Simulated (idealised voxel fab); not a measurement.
A process module follows: voxel ribs on slabs.
Square cells of 5 nm make up the cross-section cut, whose width is 290 nm.
The cross-sections in this document take the form of a grid made of square cells. They are written out as bands, in order from top to bottom. Each band consists of one or more rows of cells. Per band: top height and bottom height in nm, followed by the left-to-right materials and their widths in nm; "edge to edge" marks a single material spanning edge to edge, "blank" marks empty space. Note: height 0 marks the level under which the wafer is uniformly one material as received. Lowest band unbounded below, written "z 0 and below". Per-row width for "30 to 40": begins at first number (top row of band), ends at second number (bottom row), increment between rows held constant. Take "all unchanged" at face value: in the step it is given for, the cross-section changed in none of its cells. So "Trapped void list" is basically the list of trapped voids: any empty space of 8 cells or more that can't reach the top through an opening. They're written width x height at distance, the distance being from the left edge, and it's all nm. If you see something after the settings on a step's line, that's the simulator's own remark about that step. overlay nm, on a step with a mask: how far to the right of its planned place the mask lay; to the left if negative.

Planned step list for the process:
1) RECEIVE with material Si
2) DIRECTIONAL_DEP with material SiO2, thk nm 25
3) DIRECTIONAL_DEP with material polySi, thk nm 20
4) PATTERN with tone cover, mask id RIB, material resist, width nm 20, thk nm 15, overlay nm 0
5) DIRECTIONAL_ETCH with etch materials polySi, depth nm 15
6) STRIP with etch materials resist
7) PATTERN with tone cover, mask id SLAB, material resist, width nm 80, thk nm 15, overlay nm 0
8) DIRECTIONAL_ETCH with etch materials polySi, depth nm 5
9) STRIP with etch materials resist
10) FILL_DEP with material SiO2, thk nm 15
11) CMP with height nm 55
12) DIRECTIONAL_DEP with material W, thk nm 10
13) MASKED_ETCH with tone cover, mask id HEATER, width nm 30, etch materials W, depth nm 10, overlay nm 0
14) CONFORMAL_DEP with material SiN, thk nm 5

First wafer of two (run as planned):

Cross-section of the wafer as it came to us, i.e., already through step 1:
> z 0 and below: Si edge to edge
> Trapped void list: none

State of the wafer after step 2, shown in cross-section:
> z 25 to 0: SiO2 edge to edge
> Under 0: no change, same as before.

State of the wafer after step 3, shown in cross-section:
> z 45 to 25: polySi edge to edge
> Under 25: no change, same as before.

State of the wafer after step 4, shown in cross-section:
> z 60 to 45: 135 of blank, then 20 of resist, then 135 of blank
> Under 45: no change, same as before.

State of the wafer after step 5, shown in cross-section:
> z 60 to 45: 135 of blank, then 20 of resist, then 135 of blank
> z 45 to 30: 135 of blank, then 20 of polySi, then 135 of blank
> Under 30: no change, same as before.

State of the wafer after step 6, shown in cross-section:
> z 45 to 30: 135 of blank, then 20 of polySi, then 135 of blank
> Under 30: no change, same as before.

State of the wafer after step 7, shown in cross-section:
> z 60 to 45: 105 of blank, then 80 of resist, then 105 of blank
> z 45 to 30: 105 of blank, then 30 of resist, then 20 of polySi, then 30 of resist, then 105 of blank
> Under 30: no change, same as before.

State of the wafer after step 8, shown in cross-section:
> z 60 to 45: 105 of blank, then 80 of resist, then 105 of blank
> z 45 to 30: 105 of blank, then 30 of resist, then 20 of polySi, then 30 of resist, then 105 of blank
> z 30 to 25: 105 of blank, then 80 of polySi, then 105 of blank
> Under 25: no change, same as before.

State of the wafer after step 9, shown in cross-section:
> z 45 to 30: 135 of blank, then 20 of polySi, then 135 of blank
> Under 30: no change, same as before.

State of the wafer after step 10, shown in cross-section:
> z 60 to 45: SiO2 edge to edge
> z 45 to 30: 135 of SiO2, then 20 of polySi, then 135 of SiO2
> z 30 to 25: 105 of SiO2, then 80 of polySi, then 105 of SiO2
> Under 25: no change, same as before.

State of the wafer after step 11, shown in cross-section:
> z 55 to 45: SiO2 edge to edge
> Under 45: no change, same as before.

State of the wafer after step 12, shown in cross-section:
> z 65 to 55: W edge to edge
> Under 55: no change, same as before.

State of the wafer after step 13, shown in cross-section:
> z 65 to 55: 130 of blank, then 30 of W, then 130 of blank
> Under 55: no change, same as before.

State of the wafer after step 14, shown in cross-section:
> z 70 to 65: 125 of blank, then 40 of SiN, then 125 of blank
> z 65 to 60: 125 of blank, then 5 of SiN, then 30 of W, then 5 of SiN, then 125 of blank
> z 60 to 55: 130 of SiN, then 30 of W, then 130 of SiN
> Under 55: no change, same as before.

The second wafer began exactly as the first did and followed the same plan, but one mistake was made while running it; through step 1 inclusive, the two wafers are identical:

The second wafer cut through, at the time step 2 was supposed to be finished:
> z 20 to 0: SiO2 edge to edge
> Under 0: no change, same as before.

The second wafer cut through, at the time step 3 was supposed to be finished:
> z 40 to 20: polySi edge to edge
> Under 20: no change, same as before.

The second wafer cut through, at the time step 4 was supposed to be finished:
> z 55 to 40: 135 of blank, then 20 of resist, then 135 of blank
> Under 40: no change, same as before.

The second wafer cut through, at the time step 5 was supposed to be finished:
> z 55 to 40: 135 of blank, then 20 of resist, then 135 of blank
> z 40 to 25: 135 of blank, then 20 of polySi, then 135 of blank
> Under 25: no change, same as before.

The second wafer cut through, at the time step 6 was supposed to be finished:
> z 40 to 25: 135 of blank, then 20 of polySi, then 135 of blank
> Under 25: no change, same as before.

The second wafer cut through, at the time step 7 was supposed to be finished:
> z 55 to 40: 105 of blank, then 80 of resist, then 105 of blank
> z 40 to 25: 105 of blank, then 30 of resist, then 20 of polySi, then 30 of resist, then 105 of blank
> Under 25: no change, same as before.

The second wafer cut through, at the time step 8 was supposed to be finished:
> z 55 to 40: 105 of blank, then 80 of resist, then 105 of blank
> z 40 to 25: 105 of blank, then 30 of resist, then 20 of polySi, then 30 of resist, then 105 of blank
> z 25 to 20: 105 of blank, then 80 of polySi, then 105 of blank
> Under 20: no change, same as before.

The second wafer cut through, at the time step 9 was supposed to be finished:
> z 40 to 25: 135 of blank, then 20 of polySi, then 135 of blank
> Under 25: no change, same as before.

The second wafer cut through, at the time step 10 was supposed to be finished:
> z 55 to 40: SiO2 edge to edge
> z 40 to 25: 135 of SiO2, then 20 of polySi, then 135 of SiO2
> z 25 to 20: 105 of SiO2, then 80 of polySi, then 105 of SiO2
> Under 20: no change, same as before.

The second wafer cut through, at the time step 11 was supposed to be finished: all unchanged

The second wafer cut through, at the time step 12 was supposed to be finished:
> z 65 to 55: W edge to edge
> Under 55: no change, same as before.

The second wafer cut through, at the time step 13 was supposed to be finished:
> z 65 to 55: 130 of blank, then 30 of W, then 130 of blank
> Under 55: no change, same as before.

The second wafer cut through, at the time step 14 was supposed to be finished:
> z 70 to 65: 125 of blank, then 40 of SiN, then 125 of blank
> z 65 to 60: 125 of blank, then 5 of SiN, then 30 of W, then 5 of SiN, then 125 of blank
> z 60 to 55: 130 of SiN, then 30 of W, then 130 of SiN
> Under 55: no change, same as before.
Which mistake was made when the wafer was run? so step 2 ended up running with a different setting than we planned, it ran as DIRECTIONAL_DEP with material SiO2, thk nm 20
Same inventory, different map: at the end, the second wafer holds as many cells of each material as the first, placed elsewhere.
